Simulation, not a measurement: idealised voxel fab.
Process module, titled voxel wiring stack
The cross-section on display is named cut; it measures 195 nm wide, and its cells are 5 nm squares.
This document writes a cross-section as a grid whose cells are square, and gives it as bands, listed from the top down; one or more rows of cells form a band.
Top, bottom (nm), then materials left to right with widths (nm); lone material tagged "full width" fills the whole band edge to edge; "blank" = empty space.
We count height from 0. Below that, the starting wafer is all one material. The lowest band never ends at the bottom but goes on down; see "z 0 and below" for how that is written.
So if you see something like "30 to 40" for the width, read it as the top row of the band sitting at the first number and the bottom row at the second, with every row in between moving by the same amount as the last.
"no modifications" -> step changed no cross-section cell.
Look at "Enclosed void listing" for the closed voids: empty spaces with no open path to the top, sized 8 cells or up. Each is width x height at distance, distance from the left edge, all nm.
Past the settings on a step's line: simulator remark, on that step.
overlay nm: for a step with a mask, the amount by which the mask lay right of where it was planned; a negative amount means left of it.

The following list gives the planned process steps
1) RECEIVE with material Si
2) CONFORMAL_DEP with material SiO2, thk nm 10
3) DIRECTIONAL_DEP with material TiN, thk nm 5
4) DIRECTIONAL_DEP with material Ru, thk nm 20
5) PATTERN with tone cover, mask id METAL_1, material resist, width nm 30, pitch nm 45, thk nm 15, overlay nm 0
6) DIRECTIONAL_ETCH with etch materials Ru, depth nm 20
7) DIRECTIONAL_ETCH with etch materials TiN, depth nm 5
8) STRIP with etch materials resist
9) FILL_DEP with material lowk, thk nm 10
10) CMP with height nm 35
11) CONFORMAL_DEP with material SiCN, thk nm 5
12) DIRECTIONAL_DEP with material lowk, thk nm 20
13) DIRECTIONAL_DEP with material aC, thk nm 15
14) PATTERN with tone open, mask id PLUG_1, material resist, width nm 15, pitch nm 45, thk nm 35, overlay nm 0
15) DIRECTIONAL_ETCH with etch materials aC, depth nm 15
16) STRIP with etch materials resist
17) DIRECTIONAL_ETCH with etch materials lowk, depth nm 20
18) DIRECTIONAL_ETCH with etch materials SiCN, depth nm 5
19) STRIP with etch materials aC
20) CONFORMAL_DEP with material TiN, thk nm 5
21) FILL_DEP with material Ru, thk nm 10
22) CMP with height nm 60
23) DIRECTIONAL_DEP with material TiN, thk nm 5
24) DIRECTIONAL_DEP with material W, thk nm 15
25) PATTERN with tone cover, mask id METAL_2, material resist, width nm 30, pitch nm 45, thk nm 15, overlay nm 0
26) DIRECTIONAL_ETCH with etch materials W, depth nm 15
27) DIRECTIONAL_ETCH with etch materials TiN, depth nm 5
28) STRIP with etch materials resist
29) FILL_DEP with material lowk, thk nm 10
30) CMP with height nm 80
31) CONFORMAL_DEP with material SiCN, thk nm 5
32) DIRECTIONAL_DEP with material SiO2, thk nm 35
33) DIRECTIONAL_DEP with material aC, thk nm 10
34) PATTERN with tone open, mask id METAL_3, material resist, width nm 30, pitch nm 45, thk nm 30, overlay nm 0
35) DIRECTIONAL_ETCH with etch materials aC, depth nm 10
36) STRIP with etch materials resist
37) DIRECTIONAL_ETCH with etch materials SiO2, depth nm 20
38) STRIP with etch materials aC
39) DIRECTIONAL_DEP with material aC, thk nm 15
40) PATTERN with tone open, mask id METAL_3_HOLES, material resist, width nm 15, pitch nm 90, thk nm 30, overlay nm 0
41) DIRECTIONAL_ETCH with etch materials aC, depth nm 15
42) STRIP with etch materials resist
43) DIRECTIONAL_ETCH with etch materials SiO2, depth nm 15
44) DIRECTIONAL_ETCH with etch materials SiCN, depth nm 5
45) STRIP with etch materials aC
46) CONFORMAL_DEP with material TiN, thk nm 5
47) FILL_DEP with material Ru, thk nm 5
48) CMP with height nm 120
49) CONFORMAL_DEP with material SiCN, thk nm 5

Wafer at receipt (post step 1), cross-section
* z 0 and below = Si full width
* Enclosed void listing: none

The cross-section shown corresponds to the wafer at the conclusion of the module. The initial structure and the process plan are those presented above; however, one mistake occurred in executing the plan
* z 125 to 120 = SiCN full width
* z 120 to 90 = SiO2 (15), TiN (5), Ru (20), TiN (5), SiO2 (15), TiN (5), Ru (20), TiN (5), SiO2 (15), TiN (5), Ru (20), TiN (5), SiO2 (15), TiN (5), Ru (20), TiN (5), SiO2 (15)
* z 90 to 85 = SiO2 (15), TiN (5), Ru (5), TiN (20), SiO2 (15), TiN (30), SiO2 (15), TiN (5), Ru (5), TiN (20), SiO2 (15), TiN (30), SiO2 (15)
* z 85 to 80 = SiCN (15), TiN (15), SiCN (75), TiN (15), SiCN (75)
* z 80 to 65 = lowk (15), W (30), lowk (15), W (30), lowk (15), W (30), lowk (15), W (30), lowk (15)
* z 65 to 60 = lowk (15), TiN (30), lowk (15), TiN (30), lowk (15), TiN (30), lowk (15), TiN (30), lowk (15)
* z 60 to 40 = lowk (15), TiN (5), Ru (5), TiN (5), lowk (30), TiN (5), Ru (5), TiN (5), lowk (30), TiN (5), Ru (5), TiN (5), lowk (30), TiN (5), Ru (5), TiN (5), lowk (30)
* z 40 to 35 = SiCN (15), TiN (15), SiCN (30), TiN (15), SiCN (30), TiN (15), SiCN (30), TiN (15), SiCN (30)
* z 35 to 15 = lowk (15), Ru (30), lowk (15), Ru (30), lowk (15), Ru (30), lowk (15), Ru (30), lowk (15)
* z 15 to 10 = lowk (15), TiN (30), lowk (15), TiN (30), lowk (15), TiN (30), lowk (15), TiN (30), lowk (15)
* z 10 to 0 = SiO2 full width
* z 0 and below = Si full width
* Enclosed void listing: none
What was the processing mistake? in the plan, step 37 was performed twice
